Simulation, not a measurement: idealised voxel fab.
You're looking at the process module voxel wiring stack.
The width of the displayed cross-section, cut, is 215 nm; its cells are square, with a size of 5 nm.
Cross-section spec: square-cell grid; bands listed top down; each band is one or more rows. Read a band's entry like this: the first values are the height of its top and the height of its bottom in nm, and what follows is the sequence of materials from left to right, each with its width in nm. Note that "empty" is empty space, and that a single material marked "all across" reaches across the band from edge to edge. Heads up on the height convention: 0 is the point under which the incoming wafer is all one material, and the lowest band has no bottom, it just keeps going down, like "0 and below". Top row gets the first number, bottom row gets the second, and each row in between changes by the same step: that is how a band width like "30 to 40" works. A step reported as "nothing changed" is a step in which no cell of the cross-section changed. Look at "Closed cavity list" for the closed voids: empty spaces with no open path to the top, sized 8 cells or up. Each is width x height at distance, distance from the left edge, all nm. Post-settings text on a step line: simulator's own remark regarding the step. A step's line can hold "overlay nm"; with a mask on that step, the setting says how far right of the planned place the mask lay, while a negative setting says it lay to the left.
Intended process steps:
1. RECEIVE, material Si
2. CONFORMAL_DEP, material SiO2, thk nm 10
3. CONFORMAL_DEP, material SiN, thk nm 5
4. DIRECTIONAL_DEP, material SiO2, thk nm 20
5. PATTERN, tone open, mask id METAL_1, material resist, width nm 30, pitch nm 50, thk nm 15, overlay nm 0
6. DIRECTIONAL_ETCH, etch materials SiO2, depth nm 20
7. DIRECTIONAL_ETCH, etch materials SiN, depth nm 5
8. STRIP, etch materials resist
9. CONFORMAL_DEP, material TiN, thk nm 5
10. FILL_DEP, material W, thk nm 5
11. CMP, height nm 35
12. CONFORMAL_DEP, material SiCN, thk nm 5
13. DIRECTIONAL_DEP, material SiO2, thk nm 10
14. DIRECTIONAL_DEP, material aC, thk nm 15
15. PATTERN, tone open, mask id PLUG_1, material resist, width nm 15, pitch nm 100, thk nm 35, overlay nm 0
16. DIRECTIONAL_ETCH, etch materials aC, depth nm 15
17. STRIP, etch materials resist
18. DIRECTIONAL_ETCH, etch materials SiO2, depth nm 10
19. DIRECTIONAL_ETCH, etch materials SiCN, depth nm 5
20. STRIP, etch materials aC
21. EPI, material Ru, thk nm 10
22. EPI, material Ru, thk nm 5
23. DIRECTIONAL_DEP, material TiN, thk nm 5
24. DIRECTIONAL_DEP, material Ru, thk nm 25
25. PATTERN, tone cover, mask id METAL_2, material resist, width nm 30, pitch nm 50, thk nm 15, overlay nm 0
26. DIRECTIONAL_ETCH, etch materials Ru, depth nm 25
27. DIRECTIONAL_ETCH, etch materials TiN, depth nm 5
28. STRIP, etch materials resist
29. CONFORMAL_DEP, material SiN, thk nm 5
30. FILL_DEP, material SiO2, thk nm 5
31. CMP, height nm 80
32. CONFORMAL_DEP, material SiCN, thk nm 5
33. DIRECTIONAL_DEP, material lowk, thk nm 25
34. DIRECTIONAL_DEP, material aC, thk nm 10
35. PATTERN, tone open, mask id METAL_3_HOLES, material resist, width nm 15, pitch nm 50, thk nm 30, overlay nm 0
36. DIRECTIONAL_ETCH, etch materials aC, depth nm 10
37. STRIP, etch materials resist
38. DIRECTIONAL_ETCH, etch materials lowk, depth nm 25
39. STRIP, etch materials aC
40. DIRECTIONAL_DEP, material aC, thk nm 15
41. PATTERN, tone open, mask id METAL_3, material resist, width nm 30, pitch nm 50, thk nm 35, overlay nm 0
42. DIRECTIONAL_ETCH, etch materials aC, depth nm 15
43. STRIP, etch materials resist
44. DIRECTIONAL_ETCH, etch materials lowk, depth nm 15
45. DIRECTIONAL_ETCH, etch materials SiCN, depth nm 5
46. STRIP, etch materials aC
47. CONFORMAL_DEP, material TiN, thk nm 5
48. FILL_DEP, material Cu, thk nm 10
49. CMP, height nm 110
50. CONFORMAL_DEP, material SiCN, thk nm 5
51. DIRECTIONAL_DEP, material lowk, thk nm 15
52. PATTERN, tone open, mask id PLUG_3, material resist, width nm 15, pitch nm 50, thk nm 20, overlay nm 0
53. DIRECTIONAL_ETCH, etch materials lowk, depth nm 15
54. DIRECTIONAL_ETCH, etch materials SiCN, depth nm 5
55. STRIP, etch materials resist
56. CONFORMAL_DEP, material TiN, thk nm 5
57. FILL_DEP, material Ru, thk nm 5
58. CMP, height nm 130
59. CONFORMAL_DEP, material SiCN, thk nm 5
60. DIRECTIONAL_DEP, material SiO2, thk nm 25
61. MASKED_ETCH, tone open, mask id METAL_4, width nm 30, pitch nm 50, etch materials SiO2, depth nm 25, overlay nm 0
62. MASKED_ETCH, tone open, mask id METAL_4, width nm 30, pitch nm 50, etch materials SiCN, depth nm 5, overlay nm 0
63. CONFORMAL_DEP, material TiN, thk nm 5
64. FILL_DEP, material Cu, thk nm 10
65. CMP, height nm 160
66. EPI, material Ru, thk nm 5
67. FILL_DEP, material SiCN, thk nm 5
As received (post step 1): cross-section:
> 0 and below: Si all across
> Closed cavity list: none
Here's the wafer cut in cross-section after the module, started and planned just like above, except one thing was done wrong in the run:
> 170 down to 165: SiCN all across
> 165 down to 160: 35 SiCN; 40 Ru; 10 SiCN; 40 Ru; 10 SiCN; 40 Ru; 40 SiCN
> 160 down to 135: 40 SiO2; 5 TiN; 20 Cu; 5 TiN; 20 SiO2; 5 TiN; 20 Cu; 5 TiN; 20 SiO2; 5 TiN; 20 Cu; 5 TiN; 45 SiO2
> 135 down to 130: 40 SiCN; 30 TiN; 20 SiCN; 30 TiN; 20 SiCN; 30 TiN; 45 SiCN
> 130 down to 115: 40 lowk; 5 TiN; 5 Ru; 5 TiN; 35 lowk; 5 TiN; 5 Ru; 5 TiN; 35 lowk; 5 TiN; 5 Ru; 5 TiN; 60 lowk
> 115 down to 110: 40 SiCN; 15 TiN; 35 SiCN; 15 TiN; 35 SiCN; 15 TiN; 60 SiCN
> 110 down to 100: 40 lowk; 5 TiN; 20 Cu; 5 TiN; 20 lowk; 5 TiN; 20 Cu; 5 TiN; 20 lowk; 5 TiN; 20 Cu; 5 TiN; 45 lowk
> 100 down to 95: 40 lowk; 5 TiN; 5 Cu; 20 TiN; 20 lowk; 5 TiN; 5 Cu; 20 TiN; 20 lowk; 5 TiN; 5 Cu; 20 TiN; 45 lowk
> 95 down to 85: 40 lowk; 5 TiN; 5 Cu; 5 TiN; 35 lowk; 5 TiN; 5 Cu; 5 TiN; 35 lowk; 5 TiN; 5 Cu; 5 TiN; 60 lowk
> 85 down to 80: 40 SiCN; 15 TiN; 35 SiCN; 15 TiN; 35 SiCN; 15 TiN; 60 SiCN
> 80 down to 65: 35 SiO2; 5 SiN; 30 Ru; 5 SiN; 10 SiO2; 5 SiN; 30 Ru; 5 SiN; 10 SiO2; 5 SiN; 30 Ru; 5 SiN; 40 SiO2
> 65 down to 60: 25 SiO2; 15 SiN; 25 TiN; 5 Ru; 5 SiN; 10 SiO2; 5 SiN; 30 Ru; 20 SiN; 25 TiN; 5 Ru; 5 SiN; 40 SiO2
> 60 down to 55: 25 SiO2; 5 SiN; 40 Ru; 5 SiN; 10 SiO2; 5 SiN; 30 Ru; 10 SiN; 40 Ru; 5 SiN; 40 SiO2
> 55 down to 50: 30 SiN; 35 Ru; 5 TiN; 20 SiN; 30 TiN; 10 SiN; 35 Ru; 5 TiN; 45 SiN
> 50 down to 40: 40 SiO2; 15 Ru; 85 SiO2; 15 Ru; 60 SiO2
> 40 down to 35: 40 SiCN; 15 Ru; 85 SiCN; 15 Ru; 60 SiCN
> 35 down to 15: 40 SiO2; 5 TiN; 20 W; 5 TiN; 20 SiO2; 5 TiN; 20 W; 5 TiN; 20 SiO2; 5 TiN; 20 W; 5 TiN; 45 SiO2
> 15 down to 10: 40 SiN; 30 TiN; 20 SiN; 30 TiN; 20 SiN; 30 TiN; 45 SiN
> 10 down to 0: SiO2 all across
> 0 and below: Si all across
> Closed cavity list: none
Heads up, the wafer didn't run the way we planned it: twice over, step 21 of the plan was run
